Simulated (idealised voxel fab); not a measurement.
Process module heading - voxel ribs on slabs
Each square cell in cross-section cut measures 5 nm, and the section as a whole is 245 nm wide.
Format of a cross-section: grid, square cells. Given as bands. Order: top down. Band: one or more rows of cells.
It is stipulated that each band's entry specify, in nanometres, the height of the top of the band and then that of its bottom, followed by the materials of the band in left-to-right sequence, each together with its width in nanometres. A single material marked by the word "full width" is understood to fill the band from edge to edge; the word "empty" is understood to denote empty space.
We count height from 0. Below that, the starting wafer is all one material. The lowest band never ends at the bottom but goes on down; see "0 down" for how that is written.
Width: "30 to 40" (first number = top row, second number = bottom row, same change from row to row of cells).
Take "remained unchanged" at face value: in the step it is given for, the cross-section changed in none of its cells.
The entry titled "Voids, fully enclosed" provides the empty spaces that have no open way to the top, restricted to those of 8 cells or more. Each is presented as width x height at distance, the distance being measured from the left edge, with all three in nm.
What comes after the settings on a step's line is commentary from the simulator itself on that step.
The "overlay nm" setting may appear on a step's line; for a step that uses a mask, it gives how far to the right of its planned position the mask lay, and a negative value indicates the left.
**Process steps - plan**
1. RECEIVE [material Si]
2. DIRECTIONAL_DEP [material SiO2] [thk nm 20]
3. DIRECTIONAL_DEP [material SiN] [thk nm 20]
4. MASKED_ETCH [tone cover] [mask id RIB] [width nm 15] [etch materials SiN] [depth nm 10] [overlay nm 0]
5. MASKED_ETCH [tone cover] [mask id SLAB] [width nm 45] [etch materials SiN] [depth nm 10] [overlay nm 0]
6. FILL_DEP [material SiO2] [thk nm 25]
7. CMP [height nm 55]
8. DIRECTIONAL_DEP [material W] [thk nm 10]
9. DIRECTIONAL_DEP [material aC] [thk nm 15]
10. PATTERN [tone cover] [mask id HEATER] [material resist] [width nm 25] [thk nm 30] [overlay nm 0]
11. DIRECTIONAL_ETCH [etch materials aC] [depth nm 15]
12. STRIP [etch materials resist]
13. DIRECTIONAL_ETCH [etch materials W] [depth nm 10]
14. STRIP [etch materials aC]
15. CONFORMAL_DEP [material SiO2] [thk nm 5]
**Account of the first of two wafers, which was processed as intended**
**Step 1 complete: cross-section of the wafer as received**
    0 down  Si full width
    Voids, fully enclosed: none
**Cross-section of the wafer after step 2**
    20 to 0  SiO2 full width
    No changes below 0.
**Cross-section of the wafer after step 3**
    40 to 20  SiN full width
    No changes below 20.
**Cross-section of the wafer after step 4**
    40 to 30  empty (115)  SiN (15)  empty (115)
    No changes below 30.
**Cross-section of the wafer after step 5**
    40 to 30  empty (115)  SiN (15)  empty (115)
    30 to 20  empty (100)  SiN (45)  empty (100)
    No changes below 20.
**Cross-section of the wafer after step 6**
    65 to 40  SiO2 full width
    40 to 30  SiO2 (115)  SiN (15)  SiO2 (115)
    30 to 20  SiO2 (100)  SiN (45)  SiO2 (100)
    No changes below 20.
**Cross-section of the wafer after step 7**
    55 to 40  SiO2 full width
    No changes below 40.
**Cross-section of the wafer after step 8**
    65 to 55  W full width
    No changes below 55.
**Cross-section of the wafer after step 9**
    80 to 65  aC full width
    No changes below 65.
**Cross-section of the wafer after step 10**
    110 to 80  empty (110)  resist (25)  empty (110)
    No changes below 80.
**Cross-section of the wafer after step 11**
    95 to 80  empty (110)  resist (25)  empty (110)
    80 to 65  empty (110)  aC (25)  empty (110)
    No changes below 65.
**Cross-section of the wafer after step 12**
    80 to 65  empty (110)  aC (25)  empty (110)
    No changes below 65.
**Cross-section of the wafer after step 13**
    80 to 65  empty (110)  aC (25)  empty (110)
    65 to 55  empty (110)  W (25)  empty (110)
    No changes below 55.
**Cross-section of the wafer after step 14**
    65 to 55  empty (110)  W (25)  empty (110)
    No changes below 55.
**Cross-section of the wafer after step 15**
    70 to 65  empty (105)  SiO2 (35)  empty (105)
    65 to 60  empty (105)  SiO2 (5)  W (25)  SiO2 (5)  empty (105)
    60 to 55  SiO2 (110)  W (25)  SiO2 (110)
    No changes below 55.
**It is to be noted that the second wafer proceeded from the same initial state and according to the same plan as the first, although one mistake was committed in its execution; through step 9, inclusive, the two wafers share an identical history**
**Second wafer cross-section, taken as of the time the plan sets for step 10 to be done**
    110 to 80  resist (110)  empty (25)  resist (110)
    No changes below 80.
**Second wafer cross-section, taken as of the time the plan sets for step 11 to be done**
    95 to 80  resist (110)  empty (25)  resist (110)
    80 to 65  aC (110)  empty (25)  aC (110)
    No changes below 65.
**Second wafer cross-section, taken as of the time the plan sets for step 12 to be done**
    80 to 65  aC (110)  empty (25)  aC (110)
    No changes below 65.
**Second wafer cross-section, taken as of the time the plan sets for step 13 to be done**
    80 to 65  aC (110)  empty (25)  aC (110)
    65 to 55  W (110)  empty (25)  W (110)
    No changes below 55.
**Second wafer cross-section, taken as of the time the plan sets for step 14 to be done**
    65 to 55  W (110)  empty (25)  W (110)
    No changes below 55.
**Second wafer cross-section, taken as of the time the plan sets for step 15 to be done**
    70 to 65  SiO2 (115)  empty (15)  SiO2 (115)
    65 to 60  W (110)  SiO2 (5)  empty (15)  SiO2 (5)  W (110)
    60 to 55  W (110)  SiO2 (25)  W (110)
    No changes below 55.
Deviation from plan: step 10 went in with a setting other than planned; the actual run was PATTERN [tone open] [mask id HEATER] [material resist] [width nm 25] [thk nm 30] [overlay nm 0]
It is noted that, at the conclusion of processing, the second wafer exhibits a higher or lower cell count for certain materials relative to the first: 78 more of W
